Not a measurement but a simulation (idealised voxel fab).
A process module follows: voxel air gaps.
165 nm wide, 5 nm square cells: that's cross-section cut.
Each cross-section below is a grid of square cells, stated as bands in top-down order, with one or more rows of cells making up each band. Look at the band entry: it leads with the top's height and the bottom's height in nm. Then it lists the materials left to right, with a width in nm for each. The word "full width" on a single material says that material fills the band edge to edge. The word "air" is empty space. Note: height 0 marks the level under which the wafer is uniformly one material as received. Lowest band unbounded below, written "0 -> down". Think of "30..40" as a width that walks from the first number to the second as you go down the band, top row to bottom row, taking equal-sized steps from row to row. No cell of the cross-section changed in a step that is given as "no modifications". "Voids, enclosed" enumerates empty spaces isolated from the top, with no open way to it, that contain at least 8 cells, giving each as width x height at distance from the left edge, all three in nm. Read whatever lies past the settings on a step's line as the simulator's own remark about the step. overlay nm: where the mask lay relative to plan, measured to the right, on steps with a mask; negatives go left.
# These are the steps we planned for the process
1,RECEIVE: material Si
2,CONFORMAL_DEP: material SiO2, thk nm 10
3,CONFORMAL_DEP: material SiN, thk nm 5
4,DIRECTIONAL_DEP: material lowk, thk nm 35
5,PATTERN: tone open, mask id LINES, material resist, width nm 15, pitch nm 45, thk nm 20, overlay nm 0
6,DIRECTIONAL_ETCH: etch materials lowk, depth nm 35
7,STRIP: etch materials resist
8,CONFORMAL_DEP: material TiN, thk nm 5
9,FILL_DEP: material Ru, thk nm 5
10,CMP: height nm 50
11,EPI: material Ru, thk nm 10
12,SELECTIVE_ETCH: etch materials lowk, depth nm 45
13,CONFORMAL_DEP: material SiCN, thk nm 5
The wafers in this document start out alike and differ in the width nm applied at step 5; the plan shows the value used for the first wafer.
# As-received cross-section, first of several wafers, post step 1
* 0 -> down = Si full width
* Voids, enclosed: none
# Heads up, this table goes wafer by wafer. A row tells you, at the end of the module, how many cells of each material that wafer has put on (+) or dropped (-) since it was received, and then its closed voids
width nm 15, +60 Ru, +111 SiCN, +33 SiN, +66 SiO2, +45 TiN, Voids, enclosed: 20 x 25 at 50; 20 x 25 at 95
width nm 20, +84 Ru, +103 SiCN, +33 SiN, +66 SiO2, +48 TiN, Voids, enclosed: 15 x 25 at 55; 15 x 25 at 100
width nm 25, +108 Ru, +59 SiCN, +33 SiN, +66 SiO2, +51 TiN, +56 lowk, Voids, enclosed: none
width nm 30, +128 Ru, +59 SiCN, +33 SiN, +66 SiO2, +54 TiN, +42 lowk, Voids, enclosed: none
